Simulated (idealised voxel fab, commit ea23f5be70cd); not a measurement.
Process module in this document: voxel air gaps
Each square cell in cross-section cut measures 5 nm, and the section as a whole is 210 nm wide.
If you're reading a cross-section in this doc, picture square cells in a grid; it comes to you as bands, top ones listed first down to the bottom, and a band can be one or more rows of cells. It is stipulated that each band's entry specify, in nanometres, the height of the top of the band and then that of its bottom, followed by the materials of the band in left-to-right sequence, each together with its width in nanometres. A single material marked by the word "throughout" is understood to fill the band from edge to edge; the word "air" is understood to denote empty space. For the purposes of this specification, 0 denotes the height below which the wafer in its as-received condition is composed wholly of one material, and the lowermost band, lacking a lower limit, extends downward without end, as expressed in "top 0, no bottom". Width spec "30->40" -> top row of cells at first value, bottom row at second value, equal per-row change in between. "no modifications" (step): cross-section cells unchanged, all of them. The entry titled "Entrapped void list" provides the empty spaces that have no open way to the top, restricted to those of 8 cells or more. Each is presented as width x height at distance, the distance being measured from the left edge, with all three in nm. Formally, on a step line, whatever follows the settings is a remark that the simulator itself makes on the step. overlay nm: for a step with a mask, the amount by which the mask lay right of where it was planned; a negative amount means left of it.

The planned process steps are enumerated hereunder:
1. RECEIVE with material Si
2. CONFORMAL_DEP with material SiO2, thk nm 15
3. CONFORMAL_DEP with material SiCN, thk nm 5
4. DIRECTIONAL_DEP with material SiO2, thk nm 30
5. DIRECTIONAL_DEP with material aC, thk nm 10
6. PATTERN with tone open, mask id LINES, material resist, width nm 20, pitch nm 50, thk nm 30, overlay nm -5
7. DIRECTIONAL_ETCH with etch materials aC, depth nm 10
8. STRIP with etch materials resist
9. DIRECTIONAL_ETCH with etch materials SiO2, depth nm 30
10. STRIP with etch materials aC
11. CONFORMAL_DEP with material TiN, thk nm 5
12. FILL_DEP with material W, thk nm 5
13. CMP with height nm 50
14. EPI with material Ru, thk nm 10
15. SELECTIVE_ETCH with etch materials SiO2, depth nm 40
16. CONFORMAL_DEP with material SiCN, thk nm 5
The wafers in this document start out alike and differ in the overlay nm applied at step 6; the plan shows the value used for the first wafer.

The as-received cross-section of the first of several wafers corresponds to the state after step 1:
    top 0, no bottom = Si throughout
    Entrapped void list: none

Per-wafer rows below. For each material: cells gained (+) or lost (-) since the wafer was received, as of end of module. Then: closed voids:
overlay nm -5, +64 Ru, +180 SiCN, +126 SiO2, +56 TiN, +40 W, Entrapped void list: 10 x 20 at 0; 20 x 20 at 40; 20 x 20 at 90; 20 x 20 at 140
overlay nm 0, +64 Ru, +180 SiCN, +126 SiO2, +56 TiN, +40 W, Entrapped void list: 20 x 20 at 45; 20 x 20 at 95; 20 x 20 at 145
overlay nm 5, +64 Ru, +180 SiCN, +126 SiO2, +56 TiN, +40 W, Entrapped void list: 20 x 20 at 50; 20 x 20 at 100; 20 x 20 at 150; 10 x 20 at 200
